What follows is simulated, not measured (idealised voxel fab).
Name of the process module below: voxel double patterning
This is section cut - it's 295 nm across, gridded in 5 nm square cells.
Cross-section format: a grid of square cells, given as bands from top to bottom; each band is one or more rows of cells. Band: top and bottom heights (nm) first, top before bottom; then materials from left to right, widths in nm. "full width" marks a sole material filling the band edge to edge. "air" denotes empty space. Heights from 0 (as-received wafer is one material below). Bottom band endless downward, as "0..down". Width "30->40": first value at the band's top row of cells, second value at its bottom row, equal change from row to row. What does "all unchanged" mean for a step? It means no cell of the cross-section changed in that step. Look at "Closed void list" for the closed voids: empty spaces with no open path to the top, sized 8 cells or up. Each is width x height at distance, distance from the left edge, all nm. Text after the settings on a step's line: the simulator's own remark on that step. If you see "overlay nm" on a step's line and that step has a mask, it's telling you how far right of where it was planned the mask ended up; a negative number means it went left instead.

So here's the lineup of process steps we planned:
1 RECEIVE, material Si
2 CONFORMAL_DEP, material SiN, thk nm 5
3 DIRECTIONAL_DEP, material SiO2, thk nm 15
4 DIRECTIONAL_DEP, material SiCN, thk nm 10
5 MASKED_ETCH, tone open, mask id FIRST, width nm 15, pitch nm 50, etch materials SiCN, depth nm 10, overlay nm 0
6 MASKED_ETCH, tone open, mask id SECOND, width nm 15, etch materials SiCN, depth nm 10, overlay nm 0
7 DIRECTIONAL_ETCH, etch materials SiO2, depth nm 15
8 STRIP, etch materials SiCN
For clarity, it should be stated that the wafers under discussion commence in an identical condition and differ with respect to the width nm of step 5, the plan indicating the value that the first wafer had.

Incoming state of the first of several wafers in cross-section: after step 1:
- 0..down  Si full width
- Closed void list: none

Every row in this table is a wafer at the end of the module, and it gives, for each of the materials, the cells that wafer has gained (+) or lost (-) since it was received, then its closed voids:
width nm 15 | +59 SiN | +150 SiO2 | Closed void list: none
width nm 20 | +59 SiN | +144 SiO2 | Closed void list: none
width nm 25 | +59 SiN | +138 SiO2 | Closed void list: none
width nm 30 | +59 SiN | +132 SiO2 | Closed void list: none
